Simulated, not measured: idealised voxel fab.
process module | voxel lift off
cross-section cut | 185 nm wide | cells 5 nm
A cross-section is a grid of square cells, given in bands from the top down. A band is one or more rows of cells.
Each band's line starts with the height of the band's top and of its bottom, in nm. Then come its materials from left to right, each with its width in nm. One material with "throughout" fills the band from edge to edge. "air" is empty space.
Height 0 is the level under which the wafer as received is all one material. The lowest band goes on downwards, as in "0 down".
A width such as "30 to 40" changes by the same amount from each row of cells to the next, from the band's top row to its bottom row.
"no change" after a step means that no cell of the cross-section changed.
closed voids: empty space of 8 cells or more with no open way to the top, each as width x height at its distance from the left edge, in nm
after a step's settings: what the simulator itself notes on the step
overlay nm, on a step with a mask: how far to the right of its planned place the mask lay; to the left if negative
plan
1 op RECEIVE | material Si
2 op CONFORMAL_DEP | material SiO2 | thk nm 15
3 op PATTERN | tone open | mask id LINES | material resist | width nm 25 | pitch nm 55 | thk nm 25 | overlay nm 0
4 op DIRECTIONAL_DEP | material Ru | thk nm 10
5 op STRIP | etch materials resist
6 op CONFORMAL_DEP | material SiO2 | thk nm 10
first wafer, as planned
as received, after step 1
  0 down: Si throughout
  closed voids: none
after step 2
  15 to 0: SiO2 throughout
  below 0: unchanged
after step 3
  40 to 15: resist 50 | air 25 | resist 30 | air 25 | resist 55
  below 15: unchanged
after step 4
  50 to 40: Ru 50 | air 25 | Ru 30 | air 25 | Ru 55
  40 to 25: resist 50 | air 25 | resist 30 | air 25 | resist 55
  25 to 15: resist 50 | Ru 25 | resist 30 | Ru 25 | resist 55
  below 15: unchanged
after step 5
  25 to 15: air 50 | Ru 25 | air 30 | Ru 25 | air 55
  below 15: unchanged
after step 6
  35 to 25: air 40 | SiO2 45 | air 10 | SiO2 45 | air 45
  25 to 15: SiO2 50 | Ru 25 | SiO2 30 | Ru 25 | SiO2 55
  below 15: unchanged
second wafer: like start, like plan, one mistake. Through step 2 it matches the first wafer
when step 3 should have ended
  40 to 15: resist 45 | air 25 | resist 30 | air 25 | resist 60
  below 15: unchanged
when step 4 should have ended
  50 to 40: Ru 45 | air 25 | Ru 30 | air 25 | Ru 60
  40 to 25: resist 45 | air 25 | resist 30 | air 25 | resist 60
  25 to 15: resist 45 | Ru 25 | resist 30 | Ru 25 | resist 60
  below 15: unchanged
when step 5 should have ended
  25 to 15: air 45 | Ru 25 | air 30 | Ru 25 | air 60
  below 15: unchanged
when step 6 should have ended
  35 to 25: air 35 | SiO2 45 | air 10 | SiO2 45 | air 50
  25 to 15: SiO2 45 | Ru 25 | SiO2 30 | Ru 25 | SiO2 60
  below 15: unchanged
what went wrong: step 3 ran as: op PATTERN | tone open | mask id LINES | material resist | width nm 25 | pitch nm 55 | thk nm 25 | overlay nm -5
at the end the second wafer has, in cells: as many of each material as the first, in other places
